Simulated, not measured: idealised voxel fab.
process module | voxel gate over fins
FYI the section here is cut, 175 nm wide, cells are 5 nm squares.
How to read a cross-section here: the picture is a grid of square cells, written as bands going from the top down, and any band can span one or more rows of cells.
The band entry comprises the height of the band's top followed by the height of its bottom, expressed in nm, and subsequently the band's materials from left to right, each stated together with its width in nm. Where a single material is marked with the word "all across", that material fills the band from edge to edge. The word "blank" represents empty space.
Measure heights from 0. That's the level where, below it, the as-received wafer is all one material. The lowest band is bottomless and extends downward; write it as in "0 -> down".
Think of "30..40" as a width that walks from the first number to the second as you go down the band, top row to bottom row, taking equal-sized steps from row to row.
"remained the same" (step): cross-section cells unchanged, all of them.
Voids not open to the top, 8 cells minimum: see "Sealed void listing". Written width x height at distance; distance is from the left edge; nm.
On each step's line, the part that comes after the settings is the simulator's own comment on the step.
When a step includes a mask, the "overlay nm" setting on its line states how far to the right of its planned place that mask lay, and negative values state how far to the left.
## Steps in the process plan
1. RECEIVE [material Si]
2. CONFORMAL_DEP [material SiN] [thk nm 5]
3. DIRECTIONAL_DEP [material aC] [thk nm 10]
4. PATTERN [tone cover] [mask id FINS] [material resist] [width nm 15] [pitch nm 40] [thk nm 25] [overlay nm 0]
5. DIRECTIONAL_ETCH [etch materials aC] [depth nm 10]
6. STRIP [etch materials resist]
7. DIRECTIONAL_ETCH [etch materials SiN] [depth nm 5]
8. DIRECTIONAL_ETCH [etch materials Si] [depth nm 40]
9. STRIP [etch materials aC]
10. FILL_DEP [material SiO2] [thk nm 5]
11. CMP [height nm 5]
12. SELECTIVE_ETCH [etch materials SiO2] [depth nm 20]
13. STRIP [etch materials SiN]
14. CONFORMAL_DEP [material HfO2] [thk nm 5]
15. CONFORMAL_DEP [material TiN] [thk nm 5]
16. FILL_DEP [material W] [thk nm 15]
17. CMP [height nm 20]
18. CONFORMAL_DEP [material SiN] [thk nm 5]
## Cross-section of the wafer upon arrival, representing the state reached after step 1
    0 -> down  Si all across
    Sealed void listing: none
## First of two wafers: cross-section at end of module, run per plan
    25 -> 20  SiN all across
    20 -> 10  W all across
    10 -> 5  10 of W | 35 of TiN | 5 of W | 35 of TiN | 5 of W | 35 of TiN | 5 of W | 35 of TiN | 10 of W
    5 -> 0  10 of W | 5 of TiN | 25 of HfO2 | 5 of TiN | 5 of W | 5 of TiN | 25 of HfO2 | 5 of TiN | 5 of W | 5 of TiN | 25 of HfO2 | 5 of TiN | 5 of W | 5 of TiN | 25 of HfO2 | 5 of TiN | 10 of W
    0 -> -5  10 of W | 5 of TiN | 5 of HfO2 | 15 of Si | 5 of HfO2 | 5 of TiN | 5 of W | 5 of TiN | 5 of HfO2 | 15 of Si | 5 of HfO2 | 5 of TiN | 5 of W | 5 of TiN | 5 of HfO2 | 15 of Si | 5 of HfO2 | 5 of TiN | 5 of W | 5 of TiN | 5 of HfO2 | 15 of Si | 5 of HfO2 | 5 of TiN | 10 of W
    -5 -> -10  15 of TiN | 5 of HfO2 | 15 of Si | 5 of HfO2 | 15 of TiN | 5 of HfO2 | 15 of Si | 5 of HfO2 | 15 of TiN | 5 of HfO2 | 15 of Si | 5 of HfO2 | 15 of TiN | 5 of HfO2 | 15 of Si | 5 of HfO2 | 15 of TiN
    -10 -> -15  20 of HfO2 | 15 of Si | 25 of HfO2 | 15 of Si | 25 of HfO2 | 15 of Si | 25 of HfO2 | 15 of Si | 20 of HfO2
    -15 -> -40  20 of SiO2 | 15 of Si | 25 of SiO2 | 15 of Si | 25 of SiO2 | 15 of Si | 25 of SiO2 | 15 of Si | 20 of SiO2
    -40 -> down  Si all across
    Sealed void listing: none
## Wafer two cross-section, module end. Start and plan unchanged from wafer one; one mistake made during the run
    25 -> 20  SiN all across
    20 -> 10  W all across
    10 -> 5  TiN all across
    5 -> 0  25 of HfO2 | 5 of TiN | 35 of HfO2 | 5 of TiN | 35 of HfO2 | 5 of TiN | 35 of HfO2 | 5 of TiN | 25 of HfO2
    0 -> -10  20 of Si | 5 of HfO2 | 5 of TiN | 5 of HfO2 | 25 of Si | 5 of HfO2 | 5 of TiN | 5 of HfO2 | 25 of Si | 5 of HfO2 | 5 of TiN | 5 of HfO2 | 25 of Si | 5 of HfO2 | 5 of TiN | 5 of HfO2 | 20 of Si
    -10 -> -15  20 of Si | 15 of HfO2 | 25 of Si | 15 of HfO2 | 25 of Si | 15 of HfO2 | 25 of Si | 15 of HfO2 | 20 of Si
    -15 -> -40  20 of Si | 15 of SiO2 | 25 of Si | 15 of SiO2 | 25 of Si | 15 of SiO2 | 25 of Si | 15 of SiO2 | 20 of Si
    -40 -> down  Si all across
    Sealed void listing: none
The plan and the run diverged here: step 4 was run on a setting that differed from the plan, and what really ran there is PATTERN [tone open] [mask id FINS] [material resist] [width nm 15] [pitch nm 40] [thk nm 25] [overlay nm 0]
Wrapping up, a cell-based count of both wafers puts the second over or under the first for these materials: Si +88, SiO2 -55, TiN -12, W -21
